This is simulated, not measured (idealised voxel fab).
process module | voxel wiring stack
cross-section cut | 195 nm wide | cells 5 nm
A cross-section is a grid of square cells, given in bands from the top down. A band is one or more rows of cells.
Each band's line starts with the height of the band's top and of its bottom, in nm. Then come its materials from left to right, each with its width in nm. One material with "throughout" fills the band from edge to edge. "air" is empty space.
Height 0 is the level under which the wafer as received is all one material. The lowest band goes on downwards, as in "0 down".
A width such as "30 to 40" changes by the same amount from each row of cells to the next, from the band's top row to its bottom row.
"no change" after a step means that no cell of the cross-section changed.
closed voids: empty space of 8 cells or more with no open way to the top, each as width x height at its distance from the left edge, in nm
after a step's settings: what the simulator itself notes on the step
overlay nm, on a step with a mask: how far to the right of its planned place the mask lay; to the left if negative
plan
1 op RECEIVE | material Si
2 op CONFORMAL_DEP | material SiO2 | thk nm 10
3 op DIRECTIONAL_DEP | material TiN | thk nm 5
4 op DIRECTIONAL_DEP | material W | thk nm 20
5 op DIRECTIONAL_DEP | material aC | thk nm 10
6 op PATTERN | tone cover | mask id METAL_1 | material resist | width nm 25 | pitch nm 50 | thk nm 25 | overlay nm 0
7 op DIRECTIONAL_ETCH | etch materials aC | depth nm 10
8 op STRIP | etch materials resist
9 op DIRECTIONAL_ETCH | etch materials W | depth nm 20
10 op DIRECTIONAL_ETCH | etch materials TiN | depth nm 5
11 op STRIP | etch materials aC
12 op FILL_DEP | material lowk | thk nm 5
13 op CMP | height nm 35
14 op CONFORMAL_DEP | material SiCN | thk nm 5
15 op DIRECTIONAL_DEP | material lowk | thk nm 10
16 op MASKED_ETCH | tone open | mask id PLUG_1 | width nm 15 | etch materials lowk | depth nm 10 | overlay nm 0
17 op MASKED_ETCH | tone open | mask id PLUG_1 | width nm 15 | etch materials SiCN | depth nm 5 | overlay nm 0
18 op CONFORMAL_DEP | material TiN | thk nm 5
19 op FILL_DEP | material W | thk nm 5
20 op CMP | height nm 50
21 op DIRECTIONAL_DEP | material TiN | thk nm 5
22 op DIRECTIONAL_DEP | material W | thk nm 20
23 op PATTERN | tone cover | mask id METAL_2 | material resist | width nm 25 | pitch nm 50 | thk nm 15 | overlay nm 0
24 op DIRECTIONAL_ETCH | etch materials W | depth nm 20
25 op DIRECTIONAL_ETCH | etch materials TiN | depth nm 5
26 op STRIP | etch materials resist
27 op CONFORMAL_DEP | material SiCN | thk nm 5
28 op FILL_DEP | material lowk | thk nm 10
29 op CMP | height nm 75
30 op CONFORMAL_DEP | material SiN | thk nm 5
as received, after step 1
  0 down: Si throughout
  closed voids: none
first wafer at the end, as planned
  80 to 75: SiN throughout
  75 to 55: lowk 55 | SiCN 5 | W 25 | SiCN 5 | lowk 15 | SiCN 5 | W 25 | SiCN 5 | lowk 55
  55 to 50: SiCN 60 | TiN 25 | SiCN 25 | TiN 25 | SiCN 60
  50 to 40: lowk 60 | TiN 5 | W 5 | TiN 5 | lowk 120
  40 to 35: SiCN 60 | TiN 15 | SiCN 120
  35 to 15: lowk 60 | W 25 | lowk 25 | W 25 | lowk 60
  15 to 10: lowk 60 | TiN 25 | lowk 25 | TiN 25 | lowk 60
  10 to 0: SiO2 throughout
  0 down: Si throughout
  closed voids: none
second wafer at the end: like start, like plan, one mistake
  75 to 70: SiN throughout
  70 to 55: lowk 55 | SiCN 5 | W 25 | SiCN 5 | lowk 15 | SiCN 5 | W 25 | SiCN 5 | lowk 55
  55 to 50: SiCN 60 | TiN 25 | SiCN 25 | TiN 25 | SiCN 60
  50 to 40: lowk 60 | TiN 5 | W 5 | TiN 5 | lowk 120
  40 to 35: SiCN 60 | TiN 15 | SiCN 120
  35 to 15: lowk 60 | W 25 | lowk 25 | W 25 | lowk 60
  15 to 10: lowk 60 | TiN 25 | lowk 25 | TiN 25 | lowk 60
  10 to 0: SiO2 throughout
  0 down: Si throughout
  closed voids: none
what went wrong: step 29 ran as: op CMP | height nm 70
at the end the second wafer has, in cells: 4 fewer of SiCN | 10 fewer of W | 25 fewer of lowk
